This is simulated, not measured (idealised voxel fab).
process module | voxel released beams
cross-section cut | 180 nm wide | cells 5 nm
A cross-section is a grid of square cells, given in bands from the top down. A band is one or more rows of cells.
Each band's line starts with the height of the band's top and of its bottom, in nm. Then come its materials from left to right, each with its width in nm. One material with "throughout" fills the band from edge to edge. "air" is empty space.
Height 0 is the level under which the wafer as received is all one material. The lowest band goes on downwards, as in "0 down".
A width such as "30 to 40" changes by the same amount from each row of cells to the next, from the band's top row to its bottom row.
"no change" after a step means that no cell of the cross-section changed.
closed voids: empty space of 8 cells or more with no open way to the top, each as width x height at its distance from the left edge, in nm
after a step's settings: what the simulator itself notes on the step
overlay nm, on a step with a mask: how far to the right of its planned place the mask lay; to the left if negative
plan
1 op RECEIVE | material Si
2 op CONFORMAL_DEP | material Al2O3 | thk nm 5
3 op DIRECTIONAL_DEP | material SiO2 | thk nm 15
4 op DIRECTIONAL_DEP | material aC | thk nm 15
5 op PATTERN | tone open | mask id ANCHOR | material resist | width nm 30 | thk nm 35 | overlay nm 0
6 op DIRECTIONAL_ETCH | etch materials aC | depth nm 15
7 op STRIP | etch materials resist
8 op DIRECTIONAL_ETCH | etch materials SiO2 | depth nm 15
9 op STRIP | etch materials aC
10 op CONFORMAL_DEP | material polySi | thk nm 10
11 op MASKED_ETCH | tone cover | mask id BEAM | width nm 80 | etch materials polySi | depth nm 10 | overlay nm 0
12 op STRIP | etch materials SiO2
first wafer, as planned
as received, after step 1
  0 down: Si throughout
  closed voids: none
after step 2
  5 to 0: Al2O3 throughout
  below 0: unchanged
after step 3
  20 to 5: SiO2 throughout
  below 5: unchanged
after step 4
  35 to 20: aC throughout
  below 20: unchanged
after step 5
  70 to 35: resist 50 | air 30 | resist 100
  below 35: unchanged
after step 6
  55 to 35: resist 50 | air 30 | resist 100
  35 to 20: aC 50 | air 30 | aC 100
  below 20: unchanged
after step 7
  35 to 20: aC 50 | air 30 | aC 100
  below 20: unchanged
after step 8
  35 to 20: aC 50 | air 30 | aC 100
  20 to 5: SiO2 50 | air 30 | SiO2 100
  below 5: unchanged
after step 9
  20 to 5: SiO2 50 | air 30 | SiO2 100
  below 5: unchanged
after step 10
  30 to 20: polySi 60 | air 10 | polySi 110
  20 to 15: SiO2 50 | polySi 10 | air 10 | polySi 10 | SiO2 100
  15 to 5: SiO2 50 | polySi 30 | SiO2 100
  below 5: unchanged
after step 11
  30 to 20: air 45 | polySi 15 | air 10 | polySi 55 | air 55
  below 20: unchanged
after step 12
  30 to 20: air 45 | polySi 15 | air 10 | polySi 55 | air 55
  20 to 15: air 50 | polySi 10 | air 10 | polySi 10 | air 100
  15 to 5: air 50 | polySi 30 | air 100
  below 5: unchanged
second wafer: like start, like plan, one mistake. Through step 10 it matches the first wafer
when step 11 should have ended
  30 to 20: air 45 | polySi 15 | air 10 | polySi 55 | air 55
  below 20: unchanged
when step 12 should have ended
  30 to 20: air 45 | polySi 15 | air 10 | polySi 55 | air 55
  20 to 15: air 50 | polySi 10 | air 10 | polySi 10 | air 100
  15 to 5: air 50 | polySi 30 | air 100
  below 5: unchanged
what went wrong: step 11 was run twice
at the end the two cross-sections are the same: no effect in what this model computes
